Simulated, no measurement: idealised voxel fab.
Presented below is a process module, voxel ribs on slabs.
Shown is cross-section cut, with a width of 140 nm and square cells of size 5 nm.
This document writes a cross-section as a grid whose cells are square, and gives it as bands, listed from the top down; one or more rows of cells form a band.
Top, bottom (nm), then materials left to right with widths (nm); lone material tagged "all across" fills the whole band edge to edge; "air" = empty space.
Height is counted from the level 0, under which the received wafer is composed throughout of one material. The lowest of the bands is not closed at the bottom but continues downward, in the notation "0 nm and below".
Think of "30->40" as a width that walks from the first number to the second as you go down the band, top row to bottom row, taking equal-sized steps from row to row.
Where a step carries "no change", the cross-section came out of it unchanged, cell for cell.
What "Sealed void listing" gives you is every empty space of 8 cells or more that is cut off from the top. Each appears as width x height at distance, with the distance taken from the left edge and width, height and distance all in nm.
The remark found on a step's line after its settings is issued by the simulator itself and pertains to that step.
If you see "overlay nm" on a step's line and that step has a mask, it's telling you how far right of where it was planned the mask ended up; a negative number means it went left instead.

### The process steps that were planned are listed below
step 1: RECEIVE (material Si)
step 2: DIRECTIONAL_DEP (material SiO2; thk nm 25)
step 3: DIRECTIONAL_DEP (material polySi; thk nm 15)
step 4: DIRECTIONAL_DEP (material aC; thk nm 10)
step 5: PATTERN (tone cover; mask id RIB; material resist; width nm 25; thk nm 30; overlay nm 0)
step 6: DIRECTIONAL_ETCH (etch materials aC; depth nm 10)
step 7: STRIP (etch materials resist)
step 8: DIRECTIONAL_ETCH (etch materials polySi; depth nm 10)
step 9: STRIP (etch materials aC)
step 10: DIRECTIONAL_DEP (material aC; thk nm 10)
step 11: PATTERN (tone cover; mask id SLAB; material resist; width nm 65; thk nm 30; overlay nm 0)
step 12: DIRECTIONAL_ETCH (etch materials aC; depth nm 10)
step 13: STRIP (etch materials resist)
step 14: DIRECTIONAL_ETCH (etch materials polySi; depth nm 5)
step 15: STRIP (etch materials aC)
step 16: FILL_DEP (material SiO2; thk nm 25)
step 17: CMP (height nm 60)
step 18: DIRECTIONAL_DEP (material TiN; thk nm 10)
step 19: DIRECTIONAL_DEP (material aC; thk nm 10)
step 20: PATTERN (tone cover; mask id HEATER; material resist; width nm 35; thk nm 25; overlay nm 0)
step 21: DIRECTIONAL_ETCH (etch materials aC; depth nm 10)
step 22: STRIP (etch materials resist)
step 23: DIRECTIONAL_ETCH (etch materials TiN; depth nm 10)
step 24: STRIP (etch materials aC)
step 25: CONFORMAL_DEP (material SiO2; thk nm 10)

### Cross-section of the incoming wafer, state after step 1
* 0 nm and below | Si all across
* Sealed void listing: none

### Looking at the first of two wafers in cross-section at end of module - ran to plan
* 80 nm to 70 nm | air=40, SiO2=55, air=45
* 70 nm to 60 nm | SiO2=50, TiN=35, SiO2=55
* 60 nm to 40 nm | SiO2 all across
* 40 nm to 30 nm | SiO2=55, polySi=25, SiO2=60
* 30 nm to 25 nm | SiO2=35, polySi=65, SiO2=40
* 25 nm to 0 nm | SiO2 all across
* 0 nm and below | Si all across
* Sealed void listing: none

### The second wafer, shown in cross-section after the module: started the same way as the first and given the same plan, yet one mistake crept into how it was run
* 85 nm to 75 nm | air=40, SiO2=55, air=45
* 75 nm to 65 nm | SiO2=50, TiN=35, SiO2=55
* 65 nm to 60 nm | TiN all across
* 60 nm to 40 nm | SiO2 all across
* 40 nm to 30 nm | SiO2=55, polySi=25, SiO2=60
* 30 nm to 25 nm | SiO2=35, polySi=65, SiO2=40
* 25 nm to 0 nm | SiO2 all across
* 0 nm and below | Si all across
* Sealed void listing: none
Here's what went sideways: step 18 went in with a setting other than planned; the actual run was DIRECTIONAL_DEP (material TiN; thk nm 15)
Materials where the second wafer ends with more or fewer cells than the first: 28 more of TiN
